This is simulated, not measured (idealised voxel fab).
process module | voxel gate over fins
cross-section cut | 255 nm wide | cells 5 nm
A cross-section is a grid of square cells, given in bands from the top down. A band is one or more rows of cells.
Each band's line starts with the height of the band's top and of its bottom, in nm. Then come its materials from left to right, each with its width in nm. One material with "throughout" fills the band from edge to edge. "air" is empty space.
Height 0 is the level under which the wafer as received is all one material. The lowest band goes on downwards, as in "0 down".
A width such as "30 to 40" changes by the same amount from each row of cells to the next, from the band's top row to its bottom row.
"no change" after a step means that no cell of the cross-section changed.
closed voids: empty space of 8 cells or more with no open way to the top, each as width x height at its distance from the left edge, in nm
after a step's settings: what the simulator itself notes on the step
overlay nm, on a step with a mask: how far to the right of its planned place the mask lay; to the left if negative
plan
1 op RECEIVE | material Si
2 op CONFORMAL_DEP | material SiN | thk nm 5
3 op DIRECTIONAL_DEP | material aC | thk nm 15
4 op PATTERN | tone cover | mask id FINS | material resist | width nm 15 | pitch nm 45 | thk nm 35 | overlay nm 0
5 op DIRECTIONAL_ETCH | etch materials aC | depth nm 15
6 op STRIP | etch materials resist
7 op DIRECTIONAL_ETCH | etch materials SiN | depth nm 5
8 op DIRECTIONAL_ETCH | etch materials Si | depth nm 40
9 op STRIP | etch materials aC
10 op FILL_DEP | material SiO2 | thk nm 10
11 op CMP | height nm 5
12 op SELECTIVE_ETCH | etch materials SiO2 | depth nm 15
13 op STRIP | etch materials SiN
14 op CONFORMAL_DEP | material HfO2 | thk nm 5
15 op CONFORMAL_DEP | material TiN | thk nm 5
16 op CONFORMAL_DEP | material TiAl | thk nm 5
17 op CONFORMAL_DEP | material TiN | thk nm 5
18 op FILL_DEP | material W | thk nm 10
19 op CMP | height nm 25
20 op CONFORMAL_DEP | material SiCN | thk nm 10
varied across the wafers: width nm of step 4. The plan shows the first wafer's value. All wafers start alike
first wafer as received, after step 1
  0 down: Si throughout
  closed voids: none
first wafer at the end, after step 20
  35 to 25: SiCN throughout
  25 to 20: W throughout
  20 to 15: W 75 | TiN 100 | W 80
  15 to 10: W 75 | TiN 5 | TiAl 90 | TiN 5 | W 80
  10 to 5: TiN 80 | TiAl 5 | TiN 35 | TiAl 10 | TiN 35 | TiAl 5 | TiN 85
  5 to 0: TiAl 85 | TiN 5 | HfO2 25 | TiN 5 | TiAl 10 | TiN 5 | HfO2 25 | TiN 5 | TiAl 90
  0 to -5: TiN 90 | HfO2 5 | Si 15 | HfO2 5 | TiN 20 | HfO2 5 | Si 15 | HfO2 5 | TiN 95
  -5 to -10: HfO2 95 | Si 15 | HfO2 30 | Si 15 | HfO2 100
  -10 to -40: SiO2 95 | Si 15 | SiO2 30 | Si 15 | SiO2 100
  -40 down: Si throughout
  closed voids: none
last wafer at the end
  35 to 25: SiCN throughout
  25 to 20: W throughout
  20 to 15: W 70 | TiN 115 | W 70
  15 to 10: W 70 | TiN 5 | TiAl 105 | TiN 5 | W 70
  10 to 5: TiN 75 | TiAl 5 | TiN 95 | TiAl 5 | TiN 75
  5 to 0: TiAl 80 | TiN 5 | HfO2 40 | TiN 5 | HfO2 40 | TiN 5 | TiAl 80
  0 to -5: TiN 85 | HfO2 5 | Si 30 | HfO2 5 | TiN 5 | HfO2 5 | Si 30 | HfO2 5 | TiN 85
  -5 to -10: HfO2 90 | Si 30 | HfO2 15 | Si 30 | HfO2 90
  -10 to -40: SiO2 90 | Si 30 | SiO2 15 | Si 30 | SiO2 90
  -40 down: Si throughout
  closed voids: none
each wafer at the end: cells of each material gained (+) or lost (-) since it was received, then its closed voids
width nm 15 | +59 HfO2 | -360 Si | +102 SiCN | +270 SiO2 | +59 TiAl | +114 TiN | +113 W | closed voids: none
width nm 20 | +59 HfO2 | -344 Si | +102 SiCN | +258 SiO2 | +57 TiAl | +114 TiN | +111 W | closed voids: none
width nm 25 | +59 HfO2 | -328 Si | +102 SiCN | +246 SiO2 | +55 TiAl | +114 TiN | +109 W | closed voids: none
width nm 30 | +59 HfO2 | -312 Si | +102 SiCN | +234 SiO2 | +55 TiAl | +112 TiN | +107 W | closed voids: none
